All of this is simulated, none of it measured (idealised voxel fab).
Proc. module: voxel ribs on slabs
Pictured: cross-section cut, 170 nm wide, on a grid of 5 nm square cells.
Cross-sections here: square-cell grids, written as top-down lists of bands, a band being one or more rows of cells. Top, bottom (nm), then materials left to right with widths (nm); lone material tagged "everywhere" fills the whole band edge to edge; "blank" = empty space. Ref level 0: as-received wafer is one material below here. Bottom band extends down with no lower bound ("0 and below"). A two-number width, for instance "30->40", indicates that the width is equal to the first number in the top row of the band and to the second number in the bottom row, and that it changes by a constant amount per row of cells. Reading "nothing altered" for a step: not a cell of the cross-section changed in it. "Cavities, closed": empty spaces of 8 cells or more with no open way to the top, each given as width x height at distance, distance from the left edge, all in nm. If you see something after the settings on a step's line, that's the simulator's own remark about that step. overlay nm, on a step with a mask: how far to the right of its planned place the mask lay; to the left if negative.

[Process steps - plan]
step 1: RECEIVE,material Si
step 2: DIRECTIONAL_DEP,material SiO2,thk nm 30
step 3: DIRECTIONAL_DEP,material polySi,thk nm 25
step 4: MASKED_ETCH,tone cover,mask id RIB,width nm 30,etch materials polySi,depth nm 15,overlay nm 0
step 5: DIRECTIONAL_DEP,material aC,thk nm 10
step 6: PATTERN,tone cover,mask id SLAB,material resist,width nm 70,thk nm 25,overlay nm 0
step 7: DIRECTIONAL_ETCH,etch materials aC,depth nm 10
step 8: STRIP,etch materials resist
step 9: DIRECTIONAL_ETCH,etch materials polySi,depth nm 10
step 10: STRIP,etch materials aC
step 11: FILL_DEP,material SiO2,thk nm 15
step 12: CMP,height nm 65
step 13: DIRECTIONAL_DEP,material TiN,thk nm 10
step 14: PATTERN,tone cover,mask id HEATER,material resist,width nm 40,thk nm 15,overlay nm 0
step 15: DIRECTIONAL_ETCH,etch materials TiN,depth nm 10
step 16: STRIP,etch materials resist
step 17: CONFORMAL_DEP,material SiO2,thk nm 10
Split variable: width nm, step 6. Plan value = first wafer. Wafers start alike.

[Here's the first of the wafers in cross-section, just as we got it, i.e. after step 1]
  0 and below: Si everywhere
  Cavities, closed: none

[Module finished, last step 17 done: cross-section of the first of several wafers]
  85 down to 75: blank (55)  SiO2 (60)  blank (55)
  75 down to 65: SiO2 (65)  TiN (40)  SiO2 (65)
  65 down to 55: SiO2 everywhere
  55 down to 40: SiO2 (70)  polySi (30)  SiO2 (70)
  40 down to 30: SiO2 (50)  polySi (70)  SiO2 (50)
  30 down to 0: SiO2 everywhere
  0 and below: Si everywhere
  Cavities, closed: none

[The last wafer as seen in cross-section at the end of the module]
  85 down to 75: blank (55)  SiO2 (60)  blank (55)
  75 down to 65: SiO2 (65)  TiN (40)  SiO2 (65)
  65 down to 55: SiO2 everywhere
  55 down to 40: SiO2 (70)  polySi (30)  SiO2 (70)
  40 down to 30: SiO2 (40)  polySi (95)  SiO2 (35)
  30 down to 0: SiO2 everywhere
  0 and below: Si everywhere
  Cavities, closed: none

[Row per wafer, end-of-module: cell gain (+)/loss (-) by material since the wafer came in, then closed voids]
width nm 70, +472 SiO2, +16 TiN, +46 polySi, Cavities, closed: none
width nm 75, +470 SiO2, +16 TiN, +48 polySi, Cavities, closed: none
width nm 80, +468 SiO2, +16 TiN, +50 polySi, Cavities, closed: none
width nm 85, +466 SiO2, +16 TiN, +52 polySi, Cavities, closed: none
width nm 90, +464 SiO2, +16 TiN, +54 polySi, Cavities, closed: none
width nm 95, +462 SiO2, +16 TiN, +56 polySi, Cavities, closed: none
